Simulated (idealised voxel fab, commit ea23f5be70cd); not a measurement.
process module | voxel gate over fins
cross-section cut | 240 nm wide | cells 5 nm
A cross-section is a grid of square cells, given in bands from the top down. A band is one or more rows of cells.
Each band's line starts with the height of the band's top and of its bottom, in nm. Then come its materials from left to right, each with its width in nm. One material with "throughout" fills the band from edge to edge. "air" is empty space.
Height 0 is the level under which the wafer as received is all one material. The lowest band goes on downwards, as in "0 down".
A width such as "30 to 40" changes by the same amount from each row of cells to the next, from the band's top row to its bottom row.
"no change" after a step means that no cell of the cross-section changed.
closed voids: empty space of 8 cells or more with no open way to the top, each as width x height at its distance from the left edge, in nm
after a step's settings: what the simulator itself notes on the step
overlay nm, on a step with a mask: how far to the right of its planned place the mask lay; to the left if negative
plan
1 op RECEIVE | material Si
2 op CONFORMAL_DEP | material SiN | thk nm 10
3 op MASKED_ETCH | tone cover | mask id FINS | width nm 15 | pitch nm 50 | etch materials SiN | depth nm 10 | overlay nm 0
4 op MASKED_ETCH | tone cover | mask id FINS | width nm 15 | pitch nm 50 | etch materials Si | depth nm 40 | overlay nm 0
5 op FILL_DEP | material SiO2 | thk nm 5
6 op CMP | height nm 10
7 op MASKED_ETCH | tone open | mask id RAIL | width nm 15 | etch materials SiO2 | depth nm 45 | overlay nm 0
8 op CONFORMAL_DEP | material TiN | thk nm 5
9 op FILL_DEP | material Ru | thk nm 5
10 op CMP | height nm 10
11 op SELECTIVE_ETCH | etch materials W Ru TiN | depth nm 30
12 op FILL_DEP | material SiO2 | thk nm 5
13 op CMP | height nm 10
14 op SELECTIVE_ETCH | etch materials SiO2 | depth nm 20
15 op STRIP | etch materials SiN
16 op CONFORMAL_DEP | material HfO2 | thk nm 5
17 op CONFORMAL_DEP | material TiN | thk nm 5
18 op FILL_DEP | material W | thk nm 15
19 op CMP | height nm 20
20 op CONFORMAL_DEP | material SiN | thk nm 10
first wafer, as planned
as received, after step 1
  0 down: Si throughout
  closed voids: none
after step 2
  10 to 0: SiN throughout
  below 0: unchanged
after step 3
  10 to 0: air 60 | SiN 15 | air 35 | SiN 15 | air 35 | SiN 15 | air 65
  below 0: unchanged
after step 4
  10 to 0: air 60 | SiN 15 | air 35 | SiN 15 | air 35 | SiN 15 | air 65
  0 to -40: air 60 | Si 15 | air 35 | Si 15 | air 35 | Si 15 | air 65
  below -40: unchanged
after step 5
  15 to 10: SiO2 throughout
  10 to 0: SiO2 60 | SiN 15 | SiO2 35 | SiN 15 | SiO2 35 | SiN 15 | SiO2 65
  0 to -40: SiO2 60 | Si 15 | SiO2 35 | Si 15 | SiO2 35 | Si 15 | SiO2 65
  below -40: unchanged
after step 6
  10 to 0: SiO2 60 | SiN 15 | SiO2 35 | SiN 15 | SiO2 35 | SiN 15 | SiO2 65
  below 0: unchanged
after step 7
  10 to 0: SiO2 60 | SiN 15 | SiO2 10 | air 15 | SiO2 10 | SiN 15 | SiO2 35 | SiN 15 | SiO2 65
  0 to -35: SiO2 60 | Si 15 | SiO2 10 | air 15 | SiO2 10 | Si 15 | SiO2 35 | Si 15 | SiO2 65
  below -35: unchanged
after step 8
  15 to 10: TiN 90 | air 5 | TiN 145
  10 to 0: SiO2 60 | SiN 15 | SiO2 10 | TiN 5 | air 5 | TiN 5 | SiO2 10 | SiN 15 | SiO2 35 | SiN 15 | SiO2 65
  0 to -30: SiO2 60 | Si 15 | SiO2 10 | TiN 5 | air 5 | TiN 5 | SiO2 10 | Si 15 | SiO2 35 | Si 15 | SiO2 65
  -30 to -35: SiO2 60 | Si 15 | SiO2 10 | TiN 15 | SiO2 10 | Si 15 | SiO2 35 | Si 15 | SiO2 65
  below -35: unchanged
after step 9
  20 to 15: Ru throughout
  15 to 10: TiN 90 | Ru 5 | TiN 145
  10 to 0: SiO2 60 | SiN 15 | SiO2 10 | TiN 5 | Ru 5 | TiN 5 | SiO2 10 | SiN 15 | SiO2 35 | SiN 15 | SiO2 65
  0 to -30: SiO2 60 | Si 15 | SiO2 10 | TiN 5 | Ru 5 | TiN 5 | SiO2 10 | Si 15 | SiO2 35 | Si 15 | SiO2 65
  below -30: unchanged
after step 10
  10 to 0: SiO2 60 | SiN 15 | SiO2 10 | TiN 5 | Ru 5 | TiN 5 | SiO2 10 | SiN 15 | SiO2 35 | SiN 15 | SiO2 65
  below 0: unchanged
after step 11
  10 to 0: SiO2 60 | SiN 15 | SiO2 10 | air 15 | SiO2 10 | SiN 15 | SiO2 35 | SiN 15 | SiO2 65
  0 to -20: SiO2 60 | Si 15 | SiO2 10 | air 15 | SiO2 10 | Si 15 | SiO2 35 | Si 15 | SiO2 65
  below -20: unchanged
after step 12
  15 to 10: SiO2 throughout
  10 to 0: SiO2 60 | SiN 15 | SiO2 35 | SiN 15 | SiO2 35 | SiN 15 | SiO2 65
  0 to -20: SiO2 60 | Si 15 | SiO2 35 | Si 15 | SiO2 35 | Si 15 | SiO2 65
  below -20: unchanged
after step 13
  10 to 0: SiO2 60 | SiN 15 | SiO2 35 | SiN 15 | SiO2 35 | SiN 15 | SiO2 65
  below 0: unchanged
after step 14
  10 to 0: air 60 | SiN 15 | air 35 | SiN 15 | air 35 | SiN 15 | air 65
  0 to -10: air 60 | Si 15 | air 35 | Si 15 | air 35 | Si 15 | air 65
  below -10: unchanged
after step 15
  0 to -10: air 60 | Si 15 | air 35 | Si 15 | air 35 | Si 15 | air 65
  below -10: unchanged
after step 16
  5 to 0: air 55 | HfO2 25 | air 25 | HfO2 25 | air 25 | HfO2 25 | air 60
  0 to -5: air 55 | HfO2 5 | Si 15 | HfO2 5 | air 25 | HfO2 5 | Si 15 | HfO2 5 | air 25 | HfO2 5 | Si 15 | HfO2 5 | air 60
  -5 to -10: HfO2 60 | Si 15 | HfO2 35 | Si 15 | HfO2 35 | Si 15 | HfO2 65
  below -10: unchanged
after step 17
  10 to 5: air 50 | TiN 35 | air 15 | TiN 35 | air 15 | TiN 35 | air 55
  5 to 0: air 50 | TiN 5 | HfO2 25 | TiN 5 | air 15 | TiN 5 | HfO2 25 | TiN 5 | air 15 | TiN 5 | HfO2 25 | TiN 5 | air 55
  0 to -5: TiN 55 | HfO2 5 | Si 15 | HfO2 5 | TiN 25 | HfO2 5 | Si 15 | HfO2 5 | TiN 25 | HfO2 5 | Si 15 | HfO2 5 | TiN 60
  below -5: unchanged
after step 18
  25 to 10: W throughout
  10 to 5: W 50 | TiN 35 | W 15 | TiN 35 | W 15 | TiN 35 | W 55
  5 to 0: W 50 | TiN 5 | HfO2 25 | TiN 5 | W 15 | TiN 5 | HfO2 25 | TiN 5 | W 15 | TiN 5 | HfO2 25 | TiN 5 | W 55
  below 0: unchanged
after step 19
  20 to 10: W throughout
  below 10: unchanged
after step 20
  30 to 20: SiN throughout
  below 20: unchanged
second wafer: like start, like plan, one mistake. Through step 19 it matches the first wafer
when step 20 should have ended
  25 to 20: SiN throughout
  below 20: unchanged
what went wrong: step 20 ran as: op CONFORMAL_DEP | material SiN | thk nm 5
at the end the second wafer has, in cells: 48 fewer of SiN
